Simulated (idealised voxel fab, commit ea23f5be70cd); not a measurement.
process module | voxel self aligned contacts
cross-section cut | 290 nm wide | cells 5 nm
A cross-section is a grid of square cells, given in bands from the top down. A band is one or more rows of cells.
Each band's line starts with the height of the band's top and of its bottom, in nm. Then come its materials from left to right, each with its width in nm. One material with "throughout" fills the band from edge to edge. "air" is empty space.
Height 0 is the level under which the wafer as received is all one material. The lowest band goes on downwards, as in "0 down".
A width such as "30 to 40" changes by the same amount from each row of cells to the next, from the band's top row to its bottom row.
"no change" after a step means that no cell of the cross-section changed.
closed voids: empty space of 8 cells or more with no open way to the top, each as width x height at its distance from the left edge, in nm
after a step's settings: what the simulator itself notes on the step
overlay nm, on a step with a mask: how far to the right of its planned place the mask lay; to the left if negative
plan
1 op RECEIVE | material Si
2 op OXIDIZE | depth nm 5
3 op DIRECTIONAL_DEP | material polySi | thk nm 25
4 op DIRECTIONAL_DEP | material SiN | thk nm 20
5 op DIRECTIONAL_DEP | material aC | thk nm 10
6 op PATTERN | tone cover | mask id GATE | material resist | width nm 25 | pitch nm 60 | thk nm 25 | overlay nm 0
7 op DIRECTIONAL_ETCH | etch materials aC | depth nm 10
8 op STRIP | etch materials resist
9 op DIRECTIONAL_ETCH | etch materials SiN | depth nm 20
10 op DIRECTIONAL_ETCH | etch materials polySi | depth nm 25
11 op STRIP | etch materials aC
12 op CONFORMAL_DEP | material SiN | thk nm 10
13 op DIRECTIONAL_ETCH | etch materials SiN | depth nm 10
14 op FILL_DEP | material SiO2 | thk nm 20
15 op CMP | height nm 55
16 op MASKED_ETCH | tone open | mask id CONTACT | width nm 45 | etch materials SiO2 | depth nm 60 | overlay nm 0
17 op CONFORMAL_DEP | material TiN | thk nm 5
18 op FILL_DEP | material Ru | thk nm 10
19 op CMP | height nm 55
20 op CONFORMAL_DEP | material SiN | thk nm 5
as received, after step 1
  0 down: Si throughout
  closed voids: none
first wafer at the end, as planned
  60 to 55: SiN throughout
  55 to 45: SiO2 120 | TiN 5 to 20 | Ru 35 to 5 | TiN 5 to 20 | SiO2 125
  45 to 25: SiO2 90 | SiN 45 | TiN 5 | Ru 5 | TiN 5 | SiN 45 | SiO2 95
  25 to 0: SiO2 90 | SiN 10 | polySi 25 | SiN 10 | TiN 5 | Ru 5 | TiN 5 | SiN 10 | polySi 25 | SiN 10 | SiO2 95
  0 to -5: SiO2 135 | TiN 15 | SiO2 140
  -5 down: Si throughout
  closed voids: none
second wafer at the end: like start, like plan, one mistake
  75 to 70: SiN throughout
  70 to 60: Ru throughout
  60 to 55: TiN 125 | Ru 35 | TiN 130
  55 to 45: SiO2 120 | TiN 5 to 20 | Ru 35 to 5 | TiN 5 to 20 | SiO2 125
  45 to 25: SiO2 90 | SiN 45 | TiN 5 | Ru 5 | TiN 5 | SiN 45 | SiO2 95
  25 to 0: SiO2 90 | SiN 10 | polySi 25 | SiN 10 | TiN 5 | Ru 5 | TiN 5 | SiN 10 | polySi 25 | SiN 10 | SiO2 95
  0 to -5: SiO2 135 | TiN 15 | SiO2 140
  -5 down: Si throughout
  closed voids: none
what went wrong: step 19 was left out
at the end the second wafer has, in cells: 123 more of Ru | 51 more of TiN
